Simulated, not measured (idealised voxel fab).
Module name: voxel quadruple lines (process module)
Section shown: cut. Width: 205 nm. Cell size: 5 nm, square.
A cross-section in this document is a grid of square cells, and it is written down as bands, the top band listed before the ones below it; a band is made up of one or more rows of cells.
The band entry comprises the height of the band's top followed by the height of its bottom, expressed in nm, and subsequently the band's materials from left to right, each stated together with its width in nm. Where a single material is marked with the word "full width", that material fills the band from edge to edge. The word "blank" represents empty space.
It should be noted that heights are counted from 0, beneath which the wafer as supplied is of one material throughout, and that the lowest band possesses no lower boundary but continues downward, as written in "top 0, no bottom".
The notation "30 to 40" denotes a width that varies across the rows of cells in the band, beginning at the first number in the top row, finishing at the second number in the bottom row, and changing by an identical amount from each row to the next.
"no modification", as given for a step, is the statement that not any cell of the cross-section underwent a change during that step.
Any empty space of 8 cells or more lacking an open way to the top shows up in "closed voids" as width x height at distance, distance from the left edge, in nm.
It should be noted that, on the line of a given step, the content following the step's settings is a remark produced by the simulator itself with respect to that step.
The optional step-line setting "overlay nm" applies to steps with a mask and quantifies how far to the right of its planned location the mask lay, a negative value indicating leftward placement.

## The planned process steps are enumerated hereunder
1,RECEIVE (material Si)
2,CONFORMAL_DEP (material SiO2; thk nm 5)
3,DIRECTIONAL_DEP (material Ru; thk nm 15)
4,DIRECTIONAL_DEP (material polySi; thk nm 15)
5,DIRECTIONAL_DEP (material aC; thk nm 20)
6,PATTERN (tone cover; mask id MANDREL; material resist; width nm 20; pitch nm 60; thk nm 25; overlay nm 0)
7,DIRECTIONAL_ETCH (etch materials aC; depth nm 20)
8,STRIP (etch materials resist)
9,CONFORMAL_DEP (material SiO2; thk nm 10)
10,DIRECTIONAL_ETCH (etch materials SiO2; depth nm 10)
11,STRIP (etch materials aC)
12,DIRECTIONAL_ETCH (etch materials polySi; depth nm 15)
13,STRIP (etch materials SiO2)
14,CONFORMAL_DEP (material SiN; thk nm 5)
15,DIRECTIONAL_ETCH (etch materials SiN; depth nm 5)
16,STRIP (etch materials polySi)
17,DIRECTIONAL_ETCH (etch materials Ru; depth nm 15)
18,STRIP (etch materials SiN)

## First out of two wafers; run went to plan

## As-received state of the wafer in cross-section, equivalent to post-step 1
* top 0, no bottom  Si full width
* closed voids: none

## Step 2 complete: cross-section through the wafer
* top 5, bottom 0  SiO2 full width
* Everything under 0 stays put, no change at all.

## Step 3 complete: cross-section through the wafer
* top 20, bottom 5  Ru full width
* Everything under 5 stays put, no change at all.

## Step 4 complete: cross-section through the wafer
* top 35, bottom 20  polySi full width
* Everything under 20 stays put, no change at all.

## Step 5 complete: cross-section through the wafer
* top 55, bottom 35  aC full width
* Everything under 35 stays put, no change at all.

## Step 6 complete: cross-section through the wafer
* top 80, bottom 55  blank 60, resist 20, blank 40, resist 20, blank 65
* Everything under 55 stays put, no change at all.

## Step 7 complete: cross-section through the wafer
* top 60, bottom 55  blank 60, resist 20, blank 40, resist 20, blank 65
* top 55, bottom 35  blank 60, aC 20, blank 40, aC 20, blank 65
* Everything under 35 stays put, no change at all.

## Step 8 complete: cross-section through the wafer
* top 55, bottom 35  blank 60, aC 20, blank 40, aC 20, blank 65
* Everything under 35 stays put, no change at all.

## Step 9 complete: cross-section through the wafer
* top 65, bottom 55  blank 50, SiO2 40, blank 20, SiO2 40, blank 55
* top 55, bottom 45  blank 50, SiO2 10, aC 20, SiO2 10, blank 20, SiO2 10, aC 20, SiO2 10, blank 55
* top 45, bottom 35  SiO2 60, aC 20, SiO2 40, aC 20, SiO2 65
* Everything under 35 stays put, no change at all.

## Step 10 complete: cross-section through the wafer
* top 55, bottom 35  blank 50, SiO2 10, aC 20, SiO2 10, blank 20, SiO2 10, aC 20, SiO2 10, blank 55
* Everything under 35 stays put, no change at all.

## Step 11 complete: cross-section through the wafer
* top 55, bottom 35  blank 50, SiO2 10, blank 20, SiO2 10, blank 20, SiO2 10, blank 20, SiO2 10, blank 55
* Everything under 35 stays put, no change at all.

## Step 12 complete: cross-section through the wafer
* top 55, bottom 35  blank 50, SiO2 10, blank 20, SiO2 10, blank 20, SiO2 10, blank 20, SiO2 10, blank 55
* top 35, bottom 20  blank 50, polySi 10, blank 20, polySi 10, blank 20, polySi 10, blank 20, polySi 10, blank 55
* Everything under 20 stays put, no change at all.

## Step 13 complete: cross-section through the wafer
* top 35, bottom 20  blank 50, polySi 10, blank 20, polySi 10, blank 20, polySi 10, blank 20, polySi 10, blank 55
* Everything under 20 stays put, no change at all.

## Step 14 complete: cross-section through the wafer
* top 40, bottom 35  blank 45, SiN 20, blank 10, SiN 20, blank 10, SiN 20, blank 10, SiN 20, blank 50
* top 35, bottom 25  blank 45, SiN 5, polySi 10, SiN 5, blank 10, SiN 5, polySi 10, SiN 5, blank 10, SiN 5, polySi 10, SiN 5, blank 10, SiN 5, polySi 10, SiN 5, blank 50
* top 25, bottom 20  SiN 50, polySi 10, SiN 20, polySi 10, SiN 20, polySi 10, SiN 20, polySi 10, SiN 55
* Everything under 20 stays put, no change at all.

## Step 15 complete: cross-section through the wafer
* top 35, bottom 20  blank 45, SiN 5, polySi 10, SiN 5, blank 10, SiN 5, polySi 10, SiN 5, blank 10, SiN 5, polySi 10, SiN 5, blank 10, SiN 5, polySi 10, SiN 5, blank 50
* Everything under 20 stays put, no change at all.

## Step 16 complete: cross-section through the wafer
* top 35, bottom 20  blank 45, SiN 5, blank 10, SiN 5, blank 10, SiN 5, blank 10, SiN 5, blank 10, SiN 5, blank 10, SiN 5, blank 10, SiN 5, blank 10, SiN 5, blank 50
* Everything under 20 stays put, no change at all.

## Step 17 complete: cross-section through the wafer
* top 35, bottom 20  blank 45, SiN 5, blank 10, SiN 5, blank 10, SiN 5, blank 10, SiN 5, blank 10, SiN 5, blank 10, SiN 5, blank 10, SiN 5, blank 10, SiN 5, blank 50
* top 20, bottom 5  blank 45, Ru 5, blank 10, Ru 5, blank 10, Ru 5, blank 10, Ru 5, blank 10, Ru 5, blank 10, Ru 5, blank 10, Ru 5, blank 10, Ru 5, blank 50
* Everything under 5 stays put, no change at all.

## Step 18 complete: cross-section through the wafer
* top 20, bottom 5  blank 45, Ru 5, blank 10, Ru 5, blank 10, Ru 5, blank 10, Ru 5, blank 10, Ru 5, blank 10, Ru 5, blank 10, Ru 5, blank 10, Ru 5, blank 50
* Everything under 5 stays put, no change at all.

## Wafer two. Same start, same plan, one slip in execution. Same as wafer one through step 5, inclusive

## Cross-section of the second wafer when, according to plan, step 6 should have finished
* top 80, bottom 55  blank 55, resist 30, blank 30, resist 30, blank 60
* Everything under 55 stays put, no change at all.

## Cross-section of the second wafer when, according to plan, step 7 should have finished
* top 60, bottom 55  blank 55, resist 30, blank 30, resist 30, blank 60
* top 55, bottom 35  blank 55, aC 30, blank 30, aC 30, blank 60
* Everything under 35 stays put, no change at all.

## Cross-section of the second wafer when, according to plan, step 8 should have finished
* top 55, bottom 35  blank 55, aC 30, blank 30, aC 30, blank 60
* Everything under 35 stays put, no change at all.

## Cross-section of the second wafer when, according to plan, step 9 should have finished
* top 65, bottom 55  blank 45, SiO2 50, blank 10, SiO2 50, blank 50
* top 55, bottom 45  blank 45, SiO2 10, aC 30, SiO2 10, blank 10, SiO2 10, aC 30, SiO2 10, blank 50
* top 45, bottom 35  SiO2 55, aC 30, SiO2 30, aC 30, SiO2 60
* Everything under 35 stays put, no change at all.

## Cross-section of the second wafer when, according to plan, step 10 should have finished
* top 55, bottom 35  blank 45, SiO2 10, aC 30, SiO2 10, blank 10, SiO2 10, aC 30, SiO2 10, blank 50
* Everything under 35 stays put, no change at all.

## Cross-section of the second wafer when, according to plan, step 11 should have finished
* top 55, bottom 35  blank 45, SiO2 10, blank 30, SiO2 10, blank 10, SiO2 10, blank 30, SiO2 10, blank 50
* Everything under 35 stays put, no change at all.

## Cross-section of the second wafer when, according to plan, step 12 should have finished
* top 55, bottom 35  blank 45, SiO2 10, blank 30, SiO2 10, blank 10, SiO2 10, blank 30, SiO2 10, blank 50
* top 35, bottom 20  blank 45, polySi 10, blank 30, polySi 10, blank 10, polySi 10, blank 30, polySi 10, blank 50
* Everything under 20 stays put, no change at all.

## Cross-section of the second wafer when, according to plan, step 13 should have finished
* top 35, bottom 20  blank 45, polySi 10, blank 30, polySi 10, blank 10, polySi 10, blank 30, polySi 10, blank 50
* Everything under 20 stays put, no change at all.

## Cross-section of the second wafer when, according to plan, step 14 should have finished
* top 40, bottom 35  blank 40, SiN 20, blank 20, SiN 40, blank 20, SiN 20, blank 45
* top 35, bottom 25  blank 40, SiN 5, polySi 10, SiN 5, blank 20, SiN 5, polySi 10, SiN 10, polySi 10, SiN 5, blank 20, SiN 5, polySi 10, SiN 5, blank 45
* top 25, bottom 20  SiN 45, polySi 10, SiN 30, polySi 10, SiN 10, polySi 10, SiN 30, polySi 10, SiN 50
* Everything under 20 stays put, no change at all.

## Cross-section of the second wafer when, according to plan, step 15 should have finished
* top 35, bottom 20  blank 40, SiN 5, polySi 10, SiN 5, blank 20, SiN 5, polySi 10, SiN 10, polySi 10, SiN 5, blank 20, SiN 5, polySi 10, SiN 5, blank 45
* Everything under 20 stays put, no change at all.

## Cross-section of the second wafer when, according to plan, step 16 should have finished
* top 35, bottom 20  blank 40, SiN 5, blank 10, SiN 5, blank 20, SiN 5, blank 10, SiN 10, blank 10, SiN 5, blank 20, SiN 5, blank 10, SiN 5, blank 45
* Everything under 20 stays put, no change at all.

## Cross-section of the second wafer when, according to plan, step 17 should have finished
* top 35, bottom 20  blank 40, SiN 5, blank 10, SiN 5, blank 20, SiN 5, blank 10, SiN 10, blank 10, SiN 5, blank 20, SiN 5, blank 10, SiN 5, blank 45
* top 20, bottom 5  blank 40, Ru 5, blank 10, Ru 5, blank 20, Ru 5, blank 10, Ru 10, blank 10, Ru 5, blank 20, Ru 5, blank 10, Ru 5, blank 45
* Everything under 5 stays put, no change at all.

## Cross-section of the second wafer when, according to plan, step 18 should have finished
* top 20, bottom 5  blank 40, Ru 5, blank 10, Ru 5, blank 20, Ru 5, blank 10, Ru 10, blank 10, Ru 5, blank 20, Ru 5, blank 10, Ru 5, blank 45
* Everything under 5 stays put, no change at all.
Error vs. plan: off-plan run, step 6, actual operation and settings PATTERN (tone cover; mask id MANDREL; material resist; width nm 30; pitch nm 60; thk nm 25; overlay nm 0)
If you tally the cells, the second wafer ends up with the same amount of every material as the first; it's all just sitting in different places.
